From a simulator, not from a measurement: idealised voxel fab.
process module | voxel spacer lines
cross-section cut | 275 nm wide | cells 5 nm
A cross-section is a grid of square cells, given in bands from the top down. A band is one or more rows of cells.
Each band's line starts with the height of the band's top and of its bottom, in nm. Then come its materials from left to right, each with its width in nm. One material with "throughout" fills the band from edge to edge. "air" is empty space.
Height 0 is the level under which the wafer as received is all one material. The lowest band goes on downwards, as in "0 down".
A width such as "30 to 40" changes by the same amount from each row of cells to the next, from the band's top row to its bottom row.
"no change" after a step means that no cell of the cross-section changed.
closed voids: empty space of 8 cells or more with no open way to the top, each as width x height at its distance from the left edge, in nm
after a step's settings: what the simulator itself notes on the step
overlay nm, on a step with a mask: how far to the right of its planned place the mask lay; to the left if negative
plan
1 op RECEIVE | material Si
2 op CONFORMAL_DEP | material Al2O3 | thk nm 5
3 op DIRECTIONAL_DEP | material SiN | thk nm 10
4 op DIRECTIONAL_DEP | material aC | thk nm 20
5 op PATTERN | tone cover | mask id MANDREL | material resist | width nm 15 | pitch nm 60 | thk nm 30 | overlay nm 0
6 op DIRECTIONAL_ETCH | etch materials aC | depth nm 20
7 op STRIP | etch materials resist
8 op CONFORMAL_DEP | material SiO2 | thk nm 5
9 op DIRECTIONAL_ETCH | etch materials SiO2 | depth nm 15
10 op STRIP | etch materials aC
11 op DIRECTIONAL_ETCH | etch materials SiN | depth nm 10
12 op STRIP | etch materials SiO2
13 op FILL_DEP | material lowk | thk nm 5
14 op CMP | height nm 15
varied across the wafers: thk nm of step 8. The plan shows the first wafer's value. All wafers start alike
first wafer as received, after step 1
  0 down: Si throughout
  closed voids: none
each wafer at the end: cells of each material gained (+) or lost (-) since it was received, then its closed voids
thk nm 5 | +55 Al2O3 | +12 SiN | +98 lowk | closed voids: none
thk nm 10 | +55 Al2O3 | +24 SiN | +86 lowk | closed voids: none
thk nm 15 | +55 Al2O3 | +36 SiN | +74 lowk | closed voids: none
thk nm 20 | +55 Al2O3 | +110 SiN | closed voids: none
thk nm 25 | +55 Al2O3 | +110 SiN | closed voids: none
thk nm 30 | +55 Al2O3 | +110 SiN | closed voids: none
